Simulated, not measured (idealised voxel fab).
process module | voxel ribs on slabs
cross-section cut | 240 nm wide | cells 5 nm
A cross-section is a grid of square cells, given in bands from the top down. A band is one or more rows of cells.
Each band's line starts with the height of the band's top and of its bottom, in nm. Then come its materials from left to right, each with its width in nm. One material with "throughout" fills the band from edge to edge. "air" is empty space.
Height 0 is the level under which the wafer as received is all one material. The lowest band goes on downwards, as in "0 down".
A width such as "30 to 40" changes by the same amount from each row of cells to the next, from the band's top row to its bottom row.
"no change" after a step means that no cell of the cross-section changed.
closed voids: empty space of 8 cells or more with no open way to the top, each as width x height at its distance from the left edge, in nm
after a step's settings: what the simulator itself notes on the step
overlay nm, on a step with a mask: how far to the right of its planned place the mask lay; to the left if negative
plan
1 op RECEIVE | material Si
2 op DIRECTIONAL_DEP | material SiO2 | thk nm 30
3 op DIRECTIONAL_DEP | material SiN | thk nm 25
4 op DIRECTIONAL_DEP | material aC | thk nm 10
5 op PATTERN | tone cover | mask id RIB | material resist | width nm 15 | thk nm 25 | overlay nm 0
6 op DIRECTIONAL_ETCH | etch materials aC | depth nm 10
7 op STRIP | etch materials resist
8 op DIRECTIONAL_ETCH | etch materials SiN | depth nm 15
9 op STRIP | etch materials aC
10 op DIRECTIONAL_DEP | material aC | thk nm 15
11 op PATTERN | tone cover | mask id SLAB | material resist | width nm 45 | thk nm 35 | overlay nm 0
12 op DIRECTIONAL_ETCH | etch materials aC | depth nm 15
13 op STRIP | etch materials resist
14 op DIRECTIONAL_ETCH | etch materials SiN | depth nm 10
15 op STRIP | etch materials aC
16 op FILL_DEP | material SiO2 | thk nm 20
17 op CMP | height nm 65
18 op DIRECTIONAL_DEP | material W | thk nm 10
19 op DIRECTIONAL_DEP | material aC | thk nm 15
20 op PATTERN | tone cover | mask id HEATER | material resist | width nm 25 | thk nm 30 | overlay nm 0
21 op DIRECTIONAL_ETCH | etch materials aC | depth nm 15
22 op STRIP | etch materials resist
23 op DIRECTIONAL_ETCH | etch materials W | depth nm 10
24 op STRIP | etch materials aC
25 op CONFORMAL_DEP | material SiN | thk nm 5
first wafer, as planned
as received, after step 1
  0 down: Si throughout
  closed voids: none
after step 2
  30 to 0: SiO2 throughout
  below 0: unchanged
after step 3
  55 to 30: SiN throughout
  below 30: unchanged
after step 4
  65 to 55: aC throughout
  below 55: unchanged
after step 5
  90 to 65: air 110 | resist 15 | air 115
  below 65: unchanged
after step 6
  80 to 65: air 110 | resist 15 | air 115
  65 to 55: air 110 | aC 15 | air 115
  below 55: unchanged
after step 7
  65 to 55: air 110 | aC 15 | air 115
  below 55: unchanged
after step 8
  65 to 55: air 110 | aC 15 | air 115
  55 to 40: air 110 | SiN 15 | air 115
  below 40: unchanged
after step 9
  55 to 40: air 110 | SiN 15 | air 115
  below 40: unchanged
after step 10
  70 to 55: air 110 | aC 15 | air 115
  55 to 40: aC 110 | SiN 15 | aC 115
  below 40: unchanged
after step 11
  105 to 70: air 95 | resist 45 | air 100
  70 to 55: air 95 | resist 15 | aC 15 | resist 15 | air 100
  below 55: unchanged
after step 12
  90 to 70: air 95 | resist 45 | air 100
  70 to 55: air 95 | resist 15 | aC 15 | resist 15 | air 100
  55 to 40: air 95 | aC 15 | SiN 15 | aC 15 | air 100
  below 40: unchanged
after step 13
  70 to 55: air 110 | aC 15 | air 115
  below 55: unchanged
after step 14
  70 to 55: air 110 | aC 15 | air 115
  55 to 40: air 95 | aC 15 | SiN 15 | aC 15 | air 100
  40 to 30: air 95 | SiN 45 | air 100
  below 30: unchanged
after step 15
  55 to 40: air 110 | SiN 15 | air 115
  below 40: unchanged
after step 16
  75 to 55: SiO2 throughout
  55 to 40: SiO2 110 | SiN 15 | SiO2 115
  40 to 30: SiO2 95 | SiN 45 | SiO2 100
  below 30: unchanged
after step 17
  65 to 55: SiO2 throughout
  below 55: unchanged
after step 18
  75 to 65: W throughout
  below 65: unchanged
after step 19
  90 to 75: aC throughout
  below 75: unchanged
after step 20
  120 to 90: air 105 | resist 25 | air 110
  below 90: unchanged
after step 21
  105 to 90: air 105 | resist 25 | air 110
  90 to 75: air 105 | aC 25 | air 110
  below 75: unchanged
after step 22
  90 to 75: air 105 | aC 25 | air 110
  below 75: unchanged
after step 23
  90 to 75: air 105 | aC 25 | air 110
  75 to 65: air 105 | W 25 | air 110
  below 65: unchanged
after step 24
  75 to 65: air 105 | W 25 | air 110
  below 65: unchanged
after step 25
  80 to 75: air 100 | SiN 35 | air 105
  75 to 70: air 100 | SiN 5 | W 25 | SiN 5 | air 105
  70 to 65: SiN 105 | W 25 | SiN 110
  below 65: unchanged
second wafer: like start, like plan, one mistake. Through step 4 it matches the first wafer
when step 5 should have ended
  90 to 65: resist 110 | air 15 | resist 115
  below 65: unchanged
when step 6 should have ended
  80 to 65: resist 110 | air 15 | resist 115
  65 to 55: aC 110 | air 15 | aC 115
  below 55: unchanged
when step 7 should have ended
  65 to 55: aC 110 | air 15 | aC 115
  below 55: unchanged
when step 8 should have ended
  65 to 55: aC 110 | air 15 | aC 115
  55 to 40: SiN 110 | air 15 | SiN 115
  below 40: unchanged
when step 9 should have ended
  55 to 40: SiN 110 | air 15 | SiN 115
  below 40: unchanged
when step 10 should have ended
  70 to 55: aC 110 | air 15 | aC 115
  55 to 40: SiN 110 | aC 15 | SiN 115
  below 40: unchanged
when step 11 should have ended
  105 to 70: air 95 | resist 45 | air 100
  70 to 55: aC 110 | resist 15 | aC 115
  below 55: unchanged
when step 12 should have ended
  90 to 70: air 95 | resist 45 | air 100
  70 to 55: air 95 | aC 15 | resist 15 | aC 15 | air 100
  below 55: unchanged
when step 13 should have ended
  70 to 55: air 95 | aC 15 | air 15 | aC 15 | air 100
  below 55: unchanged
when step 14 should have ended
  70 to 55: air 95 | aC 15 | air 15 | aC 15 | air 100
  55 to 45: air 95 | SiN 15 | aC 15 | SiN 15 | air 100
  below 45: unchanged
when step 15 should have ended
  55 to 45: air 95 | SiN 15 | air 15 | SiN 15 | air 100
  45 to 40: SiN 110 | air 15 | SiN 115
  below 40: unchanged
when step 16 should have ended
  75 to 55: SiO2 throughout
  55 to 45: SiO2 95 | SiN 15 | SiO2 15 | SiN 15 | SiO2 100
  45 to 40: SiN 110 | SiO2 15 | SiN 115
  below 40: unchanged
when step 17 should have ended
  65 to 55: SiO2 throughout
  below 55: unchanged
when step 18 should have ended
  75 to 65: W throughout
  below 65: unchanged
when step 19 should have ended
  90 to 75: aC throughout
  below 75: unchanged
when step 20 should have ended
  120 to 90: air 105 | resist 25 | air 110
  below 90: unchanged
when step 21 should have ended
  105 to 90: air 105 | resist 25 | air 110
  90 to 75: air 105 | aC 25 | air 110
  below 75: unchanged
when step 22 should have ended
  90 to 75: air 105 | aC 25 | air 110
  below 75: unchanged
when step 23 should have ended
  90 to 75: air 105 | aC 25 | air 110
  75 to 65: air 105 | W 25 | air 110
  below 65: unchanged
when step 24 should have ended
  75 to 65: air 105 | W 25 | air 110
  below 65: unchanged
when step 25 should have ended
  80 to 75: air 100 | SiN 35 | air 105
  75 to 70: air 100 | SiN 5 | W 25 | SiN 5 | air 105
  70 to 65: SiN 105 | W 25 | SiN 110
  below 65: unchanged
what went wrong: step 5 ran as: op PATTERN | tone open | mask id RIB | material resist | width nm 15 | thk nm 25 | overlay nm 0
at the end the second wafer has, in cells: 126 more of SiN | 126 fewer of SiO2
